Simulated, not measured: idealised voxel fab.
process module | voxel capacitor over wiring
cross-section cut | 270 nm wide | cells 5 nm
A cross-section is a grid of square cells, given in bands from the top down. A band is one or more rows of cells.
Each band's line starts with the height of the band's top and of its bottom, in nm. Then come its materials from left to right, each with its width in nm. One material with "throughout" fills the band from edge to edge. "air" is empty space.
Height 0 is the level under which the wafer as received is all one material. The lowest band goes on downwards, as in "0 down".
A width such as "30 to 40" changes by the same amount from each row of cells to the next, from the band's top row to its bottom row.
"no change" after a step means that no cell of the cross-section changed.
closed voids: empty space of 8 cells or more with no open way to the top, each as width x height at its distance from the left edge, in nm
after a step's settings: what the simulator itself notes on the step
overlay nm, on a step with a mask: how far to the right of its planned place the mask lay; to the left if negative
plan
1 op RECEIVE | material Si
2 op CONFORMAL_DEP | material SiO2 | thk nm 15
3 op DIRECTIONAL_DEP | material TiN | thk nm 5
4 op DIRECTIONAL_DEP | material Ru | thk nm 25
5 op PATTERN | tone cover | mask id METAL_1 | material resist | width nm 20 | pitch nm 75 | thk nm 15 | overlay nm 0
6 op DIRECTIONAL_ETCH | etch materials Ru | depth nm 25
7 op DIRECTIONAL_ETCH | etch materials TiN | depth nm 5
8 op STRIP | etch materials resist
9 op CONFORMAL_DEP | material SiN | thk nm 5
10 op FILL_DEP | material lowk | thk nm 10
11 op CMP | height nm 45
12 op CONFORMAL_DEP | material SiCN | thk nm 5
13 op DIRECTIONAL_DEP | material lowk | thk nm 10
14 op DIRECTIONAL_DEP | material aC | thk nm 10
15 op PATTERN | tone open | mask id PLUG_1 | material resist | width nm 15 | thk nm 25 | overlay nm -15
16 op DIRECTIONAL_ETCH | etch materials aC | depth nm 10
17 op STRIP | etch materials resist
18 op DIRECTIONAL_ETCH | etch materials lowk | depth nm 10
19 op DIRECTIONAL_ETCH | etch materials SiCN | depth nm 5
20 op STRIP | etch materials aC
21 op CONFORMAL_DEP | material TiN | thk nm 5
22 op FILL_DEP | material Ru | thk nm 10
23 op CMP | height nm 60
24 op DIRECTIONAL_DEP | material TiN | thk nm 10
25 op DIRECTIONAL_DEP | material SiN | thk nm 5
26 op DIRECTIONAL_DEP | material TiN | thk nm 10
27 op PATTERN | tone cover | mask id UPPER_PLATE | material resist | width nm 60 | thk nm 20 | overlay nm 0
28 op DIRECTIONAL_ETCH | etch materials TiN | depth nm 10
29 op DIRECTIONAL_ETCH | etch materials SiN | depth nm 5
30 op STRIP | etch materials resist
31 op MASKED_ETCH | tone cover | mask id LOWER_PLATE | width nm 70 | etch materials TiN | depth nm 10 | overlay nm 0
32 op FILL_DEP | material SiO2 | thk nm 20
33 op CMP | height nm 100
34 op DIRECTIONAL_DEP | material aC | thk nm 10
35 op PATTERN | tone open | mask id PLUG_2 | material resist | width nm 15 | thk nm 25 | overlay nm 0
36 op DIRECTIONAL_ETCH | etch materials aC | depth nm 10
37 op STRIP | etch materials resist
38 op DIRECTIONAL_ETCH | etch materials SiO2 | depth nm 15
39 op STRIP | etch materials aC
40 op CONFORMAL_DEP | material TiN | thk nm 5
41 op FILL_DEP | material Ru | thk nm 10
42 op CMP | height nm 100
43 op CONFORMAL_DEP | material SiN | thk nm 5
varied across the wafers: overlay nm of step 15. The plan shows the first wafer's value. All wafers start alike
first wafer as received, after step 1
  0 down: Si throughout
  closed voids: none
each wafer at the end: cells of each material gained (+) or lost (-) since it was received, then its closed voids
overlay nm -15 | +44 Ru | +51 SiCN | +132 SiN | +521 SiO2 | +74 TiN | +312 lowk | closed voids: none
overlay nm -10 | +44 Ru | +51 SiCN | +132 SiN | +521 SiO2 | +74 TiN | +312 lowk | closed voids: none
overlay nm -5 | +44 Ru | +51 SiCN | +132 SiN | +521 SiO2 | +74 TiN | +312 lowk | closed voids: none
overlay nm 0 | +44 Ru | +51 SiCN | +132 SiN | +521 SiO2 | +74 TiN | +312 lowk | closed voids: none
overlay nm 5 | +44 Ru | +51 SiCN | +132 SiN | +521 SiO2 | +74 TiN | +312 lowk | closed voids: none
overlay nm 10 | +44 Ru | +51 SiCN | +132 SiN | +521 SiO2 | +74 TiN | +312 lowk | closed voids: none
overlay nm 15 | +44 Ru | +51 SiCN | +132 SiN | +521 SiO2 | +74 TiN | +312 lowk | closed voids: none
